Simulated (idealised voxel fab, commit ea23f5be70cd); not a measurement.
The following is a process module called voxel gate over fins.
Cross-sectional view cut (width: 300 nm; square cell size: 5 nm).
Heads up, the way a cross-section reads in here is a grid of square cells, handed over as bands from the top down, with every band being one or more rows of cells.
Heads up on the band format: heights come first, top then bottom, in nm. After that it's the materials left to right, each with its width in nm. A single material flagged "everywhere" fills the whole band edge to edge, and "air" means there's empty space there.
Heights are expressed relative to 0, this being the level below which the as-received wafer comprises one material exclusively. The lowest band is unbounded in the downward direction and is denoted as in "top 0, no bottom".
Per-row width for "30->40": begins at first number (top row of band), ends at second number (bottom row), increment between rows held constant.
The designation "remained unchanged", where it is given for a processing step, indicates that no cell of the cross-section was altered in the course of that step.
The label "Entrapped voids" introduces a list of the empty spaces, 8 cells or larger, that have no open way up to the top; each entry in it reads width x height at distance, where the distance is taken from the left edge and all three are stated in nm.
Note: text after step settings on the step line = simulator remark on that step.
"overlay nm", when on a step's line for a step with a mask, measures how far to the right of its planned place the mask lay; a negative measure means to the left.
So the way this works: pairs, before and after one process step. The after picture only goes down to the lowest band that actually changed, nothing below. Step and its settings are under each pair. And watch out, pairs might come from different runs of this module, same starting wafer though, so a pair only follows on from the one above if its "State before" entry tells you so.
## State before
> top 10, bottom 5 | air 95 nm; TiN 25 nm; air 15 nm; TiN 25 nm; air 15 nm; TiN 25 nm; air 100 nm
> top 5, bottom 0 | air 95 nm; TiN 5 nm; HfO2 15 nm; TiN 5 nm; air 15 nm; TiN 5 nm; HfO2 15 nm; TiN 5 nm; air 15 nm; TiN 5 nm; HfO2 15 nm; TiN 5 nm; air 100 nm
> top 0, bottom -5 | air 95 nm; TiN 5 nm; HfO2 5 nm; Si 5 nm; HfO2 5 nm; TiN 5 nm; air 15 nm; TiN 5 nm; HfO2 5 nm; Si 5 nm; HfO2 5 nm; TiN 5 nm; air 15 nm; TiN 5 nm; HfO2 5 nm; Si 5 nm; HfO2 5 nm; TiN 5 nm; air 100 nm
> top -5, bottom -10 | TiN 100 nm; HfO2 5 nm; Si 5 nm; HfO2 5 nm; TiN 25 nm; HfO2 5 nm; Si 5 nm; HfO2 5 nm; TiN 25 nm; HfO2 5 nm; Si 5 nm; HfO2 5 nm; TiN 105 nm
> top -10, bottom -15 | HfO2 105 nm; Si 5 nm; HfO2 35 nm; Si 5 nm; HfO2 35 nm; Si 5 nm; HfO2 110 nm
> top -15, bottom -35 | SiO2 105 nm; Si 5 nm; SiO2 35 nm; Si 5 nm; SiO2 35 nm; Si 5 nm; SiO2 110 nm
> top -35, no bottom | Si everywhere
> Entrapped voids: none
## Cross-Section Thereafter
> top 15, bottom 10 | air 90 nm; HfO2 35 nm; air 5 nm; HfO2 35 nm; air 5 nm; HfO2 35 nm; air 95 nm
> top 10, bottom 5 | air 90 nm; HfO2 5 nm; TiN 25 nm; HfO2 5 nm; air 5 nm; HfO2 5 nm; TiN 25 nm; HfO2 5 nm; air 5 nm; HfO2 5 nm; TiN 25 nm; HfO2 5 nm; air 95 nm
> top 5, bottom 0 | air 90 nm; HfO2 5 nm; TiN 5 nm; HfO2 15 nm; TiN 5 nm; HfO2 5 nm; air 5 nm; HfO2 5 nm; TiN 5 nm; HfO2 15 nm; TiN 5 nm; HfO2 5 nm; air 5 nm; HfO2 5 nm; TiN 5 nm; HfO2 15 nm; TiN 5 nm; HfO2 5 nm; air 95 nm
> top 0, bottom -5 | HfO2 95 nm; TiN 5 nm; HfO2 5 nm; Si 5 nm; HfO2 5 nm; TiN 5 nm; HfO2 15 nm; TiN 5 nm; HfO2 5 nm; Si 5 nm; HfO2 5 nm; TiN 5 nm; HfO2 15 nm; TiN 5 nm; HfO2 5 nm; Si 5 nm; HfO2 5 nm; TiN 5 nm; HfO2 100 nm
> Lower than -5, everything is as it was.
> Entrapped voids: none
What process step lies between the two cross-sections above? CONFORMAL_DEP, material HfO2, thk nm 5
State before: = after-state of the pair above.
## Cross-Section Thereafter
> top 20, bottom 15 | air 85 nm; TiN 125 nm; air 90 nm
> top 15, bottom 10 | air 85 nm; TiN 5 nm; HfO2 35 nm; TiN 5 nm; HfO2 35 nm; TiN 5 nm; HfO2 35 nm; TiN 5 nm; air 90 nm
> top 10, bottom 5 | air 85 nm; TiN 5 nm; HfO2 5 nm; TiN 25 nm; HfO2 5 nm; TiN 5 nm; HfO2 5 nm; TiN 25 nm; HfO2 5 nm; TiN 5 nm; HfO2 5 nm; TiN 25 nm; HfO2 5 nm; TiN 5 nm; air 90 nm
> top 5, bottom 0 | TiN 90 nm; HfO2 5 nm; TiN 5 nm; HfO2 15 nm; TiN 5 nm; HfO2 5 nm; TiN 5 nm; HfO2 5 nm; TiN 5 nm; HfO2 15 nm; TiN 5 nm; HfO2 5 nm; TiN 5 nm; HfO2 5 nm; TiN 5 nm; HfO2 15 nm; TiN 5 nm; HfO2 5 nm; TiN 95 nm
> Lower than 0, everything is as it was.
> Entrapped voids: none
What process step lies between the two cross-sections above? CONFORMAL_DEP, material TiN, thk nm 5
State before: = after-state of the pair above.
## Cross-Section Thereafter
> top 35, bottom 20 | W everywhere
> top 20, bottom 15 | W 85 nm; TiN 125 nm; W 90 nm
> top 15, bottom 10 | W 85 nm; TiN 5 nm; HfO2 35 nm; TiN 5 nm; HfO2 35 nm; TiN 5 nm; HfO2 35 nm; TiN 5 nm; W 90 nm
> top 10, bottom 5 | W 85 nm; TiN 5 nm; HfO2 5 nm; TiN 25 nm; HfO2 5 nm; TiN 5 nm; HfO2 5 nm; TiN 25 nm; HfO2 5 nm; TiN 5 nm; HfO2 5 nm; TiN 25 nm; HfO2 5 nm; TiN 5 nm; W 90 nm
> Lower than 5, everything is as it was.
> Entrapped voids: none
What process step lies between the two cross-sections above? FILL_DEP, material W, thk nm 15
State before: = after-state of the pair above.
## Cross-Section Thereafter
> top 30, bottom 20 | W everywhere
> Lower than 20, everything is as it was.
> Entrapped voids: none
What process step lies between the two cross-sections above? CMP, height nm 30
State before: = after-state of the pair above.
## Cross-Section Thereafter
> top 35, bottom 30 | SiCN everywhere
> Lower than 30, everything is as it was.
> Entrapped voids: none
What process step lies between the two cross-sections above? CONFORMAL_DEP, material SiCN, thk nm 5
## State before
> top 15, bottom 5 | aC everywhere
> top 5, bottom 0 | SiN everywhere
> top 0, no bottom | Si everywhere
> Entrapped voids: none
## Cross-Section Thereafter
> top 45, bottom 15 | resist 100 nm; air 15 nm; resist 25 nm; air 15 nm; resist 25 nm; air 15 nm; resist 105 nm
> Lower than 15, everything is as it was.
> Entrapped voids: none
What process step lies between the two cross-sections above? PATTERN, tone open, mask id FINS, material resist, width nm 15, pitch nm 40, thk nm 30, overlay nm 0
State before: = after-state of the pair above.
## Cross-Section Thereafter
> top 35, bottom 15 | resist 100 nm; air 15 nm; resist 25 nm; air 15 nm; resist 25 nm; air 15 nm; resist 105 nm
> top 15, bottom 5 | aC 100 nm; air 15 nm; aC 25 nm; air 15 nm; aC 25 nm; air 15 nm; aC 105 nm
> Lower than 5, everything is as it was.
> Entrapped voids: none
What process step lies between the two cross-sections above? DIRECTIONAL_ETCH, etch materials aC, depth nm 10
State before: = after-state of the pair above.
## Cross-Section Thereafter
> top 15, bottom 5 | aC 100 nm; air 15 nm; aC 25 nm; air 15 nm; aC 25 nm; air 15 nm; aC 105 nm
> Lower than 5, everything is as it was.
> Entrapped voids: none
What process step lies between the two cross-sections above? STRIP, etch materials resist
State before: = after-state of the pair above.
## Cross-Section Thereafter
> top 15, bottom 5 | aC 100 nm; air 15 nm; aC 25 nm; air 15 nm; aC 25 nm; air 15 nm; aC 105 nm
> top 5, bottom 0 | SiN 100 nm; air 15 nm; SiN 25 nm; air 15 nm; SiN 25 nm; air 15 nm; SiN 105 nm
> Lower than 0, everything is as it was.
> Entrapped voids: none
What process step lies between the two cross-sections above? DIRECTIONAL_ETCH, etch materials SiN, depth nm 5
State before: = after-state of the pair above.
## Cross-Section Thereafter
> top 15, bottom 5 | aC 100 nm; air 15 nm; aC 25 nm; air 15 nm; aC 25 nm; air 15 nm; aC 105 nm
> top 5, bottom 0 | SiN 100 nm; air 15 nm; SiN 25 nm; air 15 nm; SiN 25 nm; air 15 nm; SiN 105 nm
> top 0, bottom -30 | Si 100 nm; air 15 nm; Si 25 nm; air 15 nm; Si 25 nm; air 15 nm; Si 105 nm
> Lower than -30, everything is as it was.
> Entrapped voids: none
What process step lies between the two cross-sections above? DIRECTIONAL_ETCH, etch materials Si, depth nm 30
State before: = after-state of the pair above.
## Cross-Section Thereafter
> top 5, bottom 0 | SiN 100 nm; air 15 nm; SiN 25 nm; air 15 nm; SiN 25 nm; air 15 nm; SiN 105 nm
> Lower than 0, everything is as it was.
> Entrapped voids: none
What process step lies between the two cross-sections above? STRIP, etch materials aC
State before: = after-state of the pair above.
## Cross-Section Thereafter
> top 5, bottom 0 | SiN 100 nm; air 15 nm; SiN 25 nm; air 15 nm; SiN 25 nm; air 15 nm; SiN 105 nm
> top 0, bottom -30 | Si 95 nm; SiO2 5 nm; air 15 nm; SiO2 5 nm; Si 15 nm; SiO2 5 nm; air 15 nm; SiO2 5 nm; Si 15 nm; SiO2 5 nm; air 15 nm; SiO2 5 nm; Si 100 nm
> top -30, bottom -35 | Si 95 nm; SiO2 25 nm; Si 15 nm; SiO2 25 nm; Si 15 nm; SiO2 25 nm; Si 100 nm
> Lower than -35, everything is as it was.
> Entrapped voids: none
What process step lies between the two cross-sections above? OXIDIZE, depth nm 5
State before: = after-state of the pair above.
## Cross-Section Thereafter
> top 15, bottom 5 | SiO2 everywhere
> top 5, bottom 0 | SiN 100 nm; SiO2 15 nm; SiN 25 nm; SiO2 15 nm; SiN 25 nm; SiO2 15 nm; SiN 105 nm
> top 0, bottom -35 | Si 95 nm; SiO2 25 nm; Si 15 nm; SiO2 25 nm; Si 15 nm; SiO2 25 nm; Si 100 nm
> Lower than -35, everything is as it was.
> Entrapped voids: none
What process step lies between the two cross-sections above? FILL_DEP, material SiO2, thk nm 10
State before: = after-state of the pair above.
## Cross-Section Thereafter
> top 5, bottom 0 | SiN 100 nm; SiO2 15 nm; SiN 25 nm; SiO2 15 nm; SiN 25 nm; SiO2 15 nm; SiN 105 nm
> Lower than 0, everything is as it was.
> Entrapped voids: none
What process step lies between the two cross-sections above? CMP, height nm 5
State before: = after-state of the pair above.
## Cross-Section Thereafter
> top 5, bottom 0 | SiN 100 nm; air 15 nm; SiN 25 nm; air 15 nm; SiN 25 nm; air 15 nm; SiN 105 nm
> top 0, bottom -15 | Si 95 nm; air 25 nm; Si 15 nm; air 25 nm; Si 15 nm; air 25 nm; Si 100 nm
> Lower than -15, everything is as it was.
> Entrapped voids: none
What process step lies between the two cross-sections above? SELECTIVE_ETCH, etch materials SiO2, depth nm 20
State before: = after-state of the pair above.
## Cross-Section Thereafter
> top 0, bottom -15 | Si 95 nm; air 25 nm; Si 15 nm; air 25 nm; Si 15 nm; air 25 nm; Si 100 nm
> Lower than -15, everything is as it was.
> Entrapped voids: none
What process step lies between the two cross-sections above? STRIP, etch materials SiN
State before: = after-state of the pair above.
## Cross-Section Thereafter
> top 5, bottom 0 | HfO2 100 nm; air 15 nm; HfO2 25 nm; air 15 nm; HfO2 25 nm; air 15 nm; HfO2 105 nm
> top 0, bottom -10 | Si 95 nm; HfO2 5 nm; air 15 nm; HfO2 5 nm; Si 15 nm; HfO2 5 nm; air 15 nm; HfO2 5 nm; Si 15 nm; HfO2 5 nm; air 15 nm; HfO2 5 nm; Si 100 nm
> top -10, bottom -15 | Si 95 nm; HfO2 25 nm; Si 15 nm; HfO2 25 nm; Si 15 nm; HfO2 25 nm; Si 100 nm
> Lower than -15, everything is as it was.
> Entrapped voids: none
What process step lies between the two cross-sections above? CONFORMAL_DEP, material HfO2, thk nm 5
State before: = after-state of the pair above.
## Cross-Section Thereafter
> top 10, bottom 5 | TiN 105 nm; air 5 nm; TiN 35 nm; air 5 nm; TiN 35 nm; air 5 nm; TiN 110 nm
> top 5, bottom 0 | HfO2 100 nm; TiN 5 nm; air 5 nm; TiN 5 nm; HfO2 25 nm; TiN 5 nm; air 5 nm; TiN 5 nm; HfO2 25 nm; TiN 5 nm; air 5 nm; TiN 5 nm; HfO2 105 nm
> top 0, bottom -5 | Si 95 nm; HfO2 5 nm; TiN 5 nm; air 5 nm; TiN 5 nm; HfO2 5 nm; Si 15 nm; HfO2 5 nm; TiN 5 nm; air 5 nm; TiN 5 nm; HfO2 5 nm; Si 15 nm; HfO2 5 nm; TiN 5 nm; air 5 nm; TiN 5 nm; HfO2 5 nm; Si 100 nm
> top -5, bottom -10 | Si 95 nm; HfO2 5 nm; TiN 15 nm; HfO2 5 nm; Si 15 nm; HfO2 5 nm; TiN 15 nm; HfO2 5 nm; Si 15 nm; HfO2 5 nm; TiN 15 nm; HfO2 5 nm; Si 100 nm
> Lower than -10, everything is as it was.
> Entrapped voids: none
What process step lies between the two cross-sections above? CONFORMAL_DEP, material TiN, thk nm 5
State before: = after-state of the pair above.
## Cross-Section Thereafter
> top 15, bottom 10 | TiAl everywhere
> top 10, bottom 5 | TiN 105 nm; TiAl 5 nm; TiN 35 nm; TiAl 5 nm; TiN 35 nm; TiAl 5 nm; TiN 110 nm
> top 5, bottom 0 | HfO2 100 nm; TiN 5 nm; TiAl 5 nm; TiN 5 nm; HfO2 25 nm; TiN 5 nm; TiAl 5 nm; TiN 5 nm; HfO2 25 nm; TiN 5 nm; TiAl 5 nm; TiN 5 nm; HfO2 105 nm
> top 0, bottom -5 | Si 95 nm; HfO2 5 nm; TiN 5 nm; TiAl 5 nm; TiN 5 nm; HfO2 5 nm; Si 15 nm; HfO2 5 nm; TiN 5 nm; TiAl 5 nm; TiN 5 nm; HfO2 5 nm; Si 15 nm; HfO2 5 nm; TiN 5 nm; TiAl 5 nm; TiN 5 nm; HfO2 5 nm; Si 100 nm
> Lower than -5, everything is as it was.
> Entrapped voids: none
What process step lies between the two cross-sections above? CONFORMAL_DEP, material TiAl, thk nm 5
State before: = after-state of the pair above.
## Cross-Section Thereafter
> top 20, bottom 15 | TiN everywhere
> Lower than 15, everything is as it was.
> Entrapped voids: none
What process step lies between the two cross-sections above? CONFORMAL_DEP, material TiN, thk nm 5
State before: = after-state of the pair above.
## Cross-Section Thereafter
> top 35, bottom 20 | W everywhere
> Lower than 20, everything is as it was.
> Entrapped voids: none
What process step lies between the two cross-sections above? FILL_DEP, material W, thk nm 15
State before: = after-state of the pair above.
## Cross-Section Thereafter
> top 30, bottom 20 | W everywhere
> Lower than 20, everything is as it was.
> Entrapped voids: none
What process step lies between the two cross-sections above? CMP, height nm 30
State before: = after-state of the pair above.
## Cross-Section Thereafter
> top 35, bottom 30 | SiCN everywhere
> Lower than 30, everything is as it was.
> Entrapped voids: none
What process step lies between the two cross-sections above? CONFORMAL_DEP, material SiCN, thk nm 5
